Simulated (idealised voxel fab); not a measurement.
Proc. module: voxel wiring stack
It is cross-section cut that appears here, measuring 255 nm in width, its square cells being 5 nm in size.
If you're reading a cross-section in this doc, picture square cells in a grid; it comes to you as bands, top ones listed first down to the bottom, and a band can be one or more rows of cells.
Per band: top height and bottom height in nm, followed by the left-to-right materials and their widths in nm; "all across" marks a single material spanning edge to edge, "blank" marks empty space.
Where do heights start? At 0: under that level the wafer as delivered is made of one material only. And the lowest band has no floor; it just carries on downward, as in "from 0 down".
A width given as "30..40" starts at the first number in the band's top row and ends at the second number in its bottom row, shifting by an equal amount at every step from row to row.
It should be understood that the words "identical to before", when stated for a given step, signify that the cross-section underwent no change in any of its cells during that step.
Reported under the label "Closed void table" are the empty spaces having no open way to the top and comprising 8 cells or more; the notation for each is width x height at distance, in which the distance is measured from the left edge and all three values are in nm.
That trailing text on a step's line, after the settings, is the simulator's own remark on the step.
Regarding "overlay nm": on a step with a mask, it is the distance the mask lay to the right of its planned place; a negative value places it to the left.
HERE'S WHAT THE PLANNED PROCESS STEPS LOOK LIKE
- 1: op RECEIVE | material Si
- 2: op CONFORMAL_DEP | material SiO2 | thk nm 15
- 3: op CONFORMAL_DEP | material SiCN | thk nm 5
- 4: op DIRECTIONAL_DEP | material lowk | thk nm 15
- 5: op DIRECTIONAL_DEP | material aC | thk nm 15
- 6: op PATTERN | tone open | mask id METAL_1 | material resist | width nm 25 | pitch nm 50 | thk nm 30 | overlay nm 0
- 7: op DIRECTIONAL_ETCH | etch materials aC | depth nm 15
- 8: op STRIP | etch materials resist
- 9: op DIRECTIONAL_ETCH | etch materials lowk | depth nm 15
- 10: op DIRECTIONAL_ETCH | etch materials SiCN | depth nm 5
- 11: op STRIP | etch materials aC
- 12: op CONFORMAL_DEP | material TiN | thk nm 5
- 13: op FILL_DEP | material Cu | thk nm 5
- 14: op CMP | height nm 35
- 15: op CONFORMAL_DEP | material SiCN | thk nm 5
- 16: op DIRECTIONAL_DEP | material lowk | thk nm 15
- 17: op DIRECTIONAL_DEP | material aC | thk nm 15
- 18: op PATTERN | tone open | mask id PLUG_1 | material resist | width nm 15 | pitch nm 50 | thk nm 35 | overlay nm 0
- 19: op DIRECTIONAL_ETCH | etch materials aC | depth nm 15
- 20: op STRIP | etch materials resist
- 21: op DIRECTIONAL_ETCH | etch materials lowk | depth nm 15
- 22: op DIRECTIONAL_ETCH | etch materials SiCN | depth nm 5
- 23: op STRIP | etch materials aC
- 24: op EPI | material Ru | thk nm 10
- 25: op EPI | material Ru | thk nm 10
- 26: op CONFORMAL_DEP | material SiN | thk nm 5
- 27: op DIRECTIONAL_DEP | material lowk | thk nm 15
- 28: op MASKED_ETCH | tone open | mask id METAL_2 | width nm 25 | pitch nm 50 | etch materials lowk | depth nm 15 | overlay nm 0
- 29: op MASKED_ETCH | tone open | mask id METAL_2 | width nm 25 | pitch nm 50 | etch materials SiN | depth nm 5 | overlay nm 0
- 30: op CONFORMAL_DEP | material TiN | thk nm 5
- 31: op FILL_DEP | material W | thk nm 5
- 32: op CMP | height nm 75
- 33: op CONFORMAL_DEP | material SiCN | thk nm 5
- 34: op DIRECTIONAL_DEP | material SiO2 | thk nm 15
- 35: op PATTERN | tone open | mask id PLUG_2 | material resist | width nm 15 | pitch nm 50 | thk nm 15 | overlay nm 0
- 36: op DIRECTIONAL_ETCH | etch materials SiO2 | depth nm 15
- 37: op DIRECTIONAL_ETCH | etch materials SiCN | depth nm 5
- 38: op STRIP | etch materials resist
- 39: op EPI | material Ru | thk nm 10
- 40: op EPI | material Ru | thk nm 10
- 41: op DIRECTIONAL_DEP | material TiN | thk nm 5
- 42: op DIRECTIONAL_DEP | material W | thk nm 15
- 43: op DIRECTIONAL_DEP | material aC | thk nm 10
- 44: op PATTERN | tone cover | mask id METAL_3 | material resist | width nm 25 | pitch nm 50 | thk nm 25 | overlay nm 0
- 45: op DIRECTIONAL_ETCH | etch materials aC | depth nm 10
- 46: op STRIP | etch materials resist
- 47: op DIRECTIONAL_ETCH | etch materials W | depth nm 15
- 48: op DIRECTIONAL_ETCH | etch materials TiN | depth nm 5
- 49: op STRIP | etch materials aC
- 50: op CONFORMAL_DEP | material SiCN | thk nm 5
- 51: op FILL_DEP | material SiO2 | thk nm 10
- 52: op CMP | height nm 115
- 53: op CONFORMAL_DEP | material SiCN | thk nm 5
CROSS-SECTIONAL VIEW OF THE WAFER IN ITS AS-RECEIVED CONDITION, CORRESPONDING TO THE STATE AFTER STEP 1
from 0 down  Si all across
Closed void table: none
WAFER CROSS-SECTION AT END OF MODULE: START AND PLAN AS SHOWN ABOVE, ONE EXECUTION ERROR
from 120 to 115  SiCN all across
from 115 to 100  SiO2: 85, then SiCN: 5, then W: 25, then SiCN: 5, then SiO2: 15, then SiCN: 5, then W: 25, then SiCN: 5, then SiO2: 85
from 100 to 95  SiCN: 90, then TiN: 25, then SiCN: 25, then TiN: 25, then SiCN: 90
from 95 to 80  SiO2: 90, then Ru: 15, then SiO2: 35, then Ru: 15, then SiO2: 100
from 80 to 75  SiCN: 90, then Ru: 15, then SiCN: 35, then Ru: 15, then SiCN: 100
from 75 to 60  lowk: 90, then TiN: 5, then W: 15, then TiN: 5, then lowk: 25, then TiN: 5, then W: 15, then TiN: 5, then lowk: 90
from 60 to 55  SiN: 90, then TiN: 25, then SiN: 25, then TiN: 25, then SiN: 90
from 55 to 40  lowk: 100, then Ru: 15, then lowk: 35, then Ru: 15, then lowk: 90
from 40 to 35  SiCN: 100, then Ru: 15, then SiCN: 35, then Ru: 15, then SiCN: 90
from 35 to 20  lowk: 90, then TiN: 5, then Cu: 15, then TiN: 5, then lowk: 25, then TiN: 5, then Cu: 15, then TiN: 5, then lowk: 90
from 20 to 15  SiCN: 90, then TiN: 25, then SiCN: 25, then TiN: 25, then SiCN: 90
from 15 to 0  SiO2 all across
from 0 down  Si all across
Closed void table: none
Heads up, the wafer didn't run the way we planned it: in deviation from the planned setting, step 18 was conducted as op PATTERN | tone open | mask id PLUG_1 | material resist | width nm 15 | pitch nm 50 | thk nm 35 | overlay nm 10
